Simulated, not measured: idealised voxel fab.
Herein follows the process module entitled voxel quadruple lines.
The cross-section on display is named cut; it measures 270 nm wide, and its cells are 5 nm squares.
Cross-section = grid of square cells, listed top down in bands; band = one or more rows.
Band: top and bottom heights (nm) first, top before bottom; then materials from left to right, widths in nm. "all across" marks a sole material filling the band edge to edge. "blank" denotes empty space.
Ref level 0: as-received wafer is one material below here. Bottom band extends down with no lower bound ("0..down").
You'd read "30->40" like this: the band's top row of cells is as wide as the first number, its bottom row is as wide as the second, and going down, every row changes width by the same amount as the row before did.
"remained the same", as given for a step, is the statement that not any cell of the cross-section underwent a change during that step.
Entry "Fully sealed voids". Content: empty spaces with no open connection to the top, size 8 cells or greater. Each: width x height at distance. Distance: from left edge. Unit: nm.
It should be noted that, on the line of a given step, the content following the step's settings is a remark produced by the simulator itself with respect to that step.
overlay nm: step with mask; distance mask lay right of planned place; negative value = left of planned place.
This section lists the process steps that were planned:
step 1: RECEIVE | material Si
step 2: CONFORMAL_DEP | material SiO2 | thk nm 10
step 3: DIRECTIONAL_DEP | material TiN | thk nm 10
step 4: DIRECTIONAL_DEP | material polySi | thk nm 15
step 5: DIRECTIONAL_DEP | material aC | thk nm 20
step 6: PATTERN | tone cover | mask id MANDREL | material resist | width nm 35 | thk nm 30 | overlay nm 0
step 7: DIRECTIONAL_ETCH | etch materials aC | depth nm 20
step 8: STRIP | etch materials resist
step 9: CONFORMAL_DEP | material SiO2 | thk nm 15
step 10: DIRECTIONAL_ETCH | etch materials SiO2 | depth nm 15
step 11: STRIP | etch materials aC
step 12: DIRECTIONAL_ETCH | etch materials polySi | depth nm 15
step 13: STRIP | etch materials SiO2
step 14: CONFORMAL_DEP | material SiN | thk nm 10
step 15: DIRECTIONAL_ETCH | etch materials SiN | depth nm 10
step 16: STRIP | etch materials polySi
step 17: DIRECTIONAL_ETCH | etch materials TiN | depth nm 10
step 18: STRIP | etch materials SiN
step 19: FILL_DEP | material SiO2 | thk nm 5
step 20: CMP | height nm 20
Here's what the wafer looked like in cross-section when it arrived - that's after step 1:
    0..down = Si all across
    Fully sealed voids: none
Final wafer profile in cross-section after the module, from the same start and plan as above, with one mistake made during processing:
    20..10 = SiO2 (95)  TiN (10)  SiO2 (15)  TiN (10)  SiO2 (10)  TiN (10)  SiO2 (15)  TiN (10)  SiO2 (95)
    10..0 = SiO2 all across
    0..down = Si all across
    Fully sealed voids: none
what went wrong: step 6 ran differently from the plan; actual operation with settings: PATTERN | tone cover | mask id MANDREL | material resist | width nm 30 | thk nm 30 | overlay nm 0
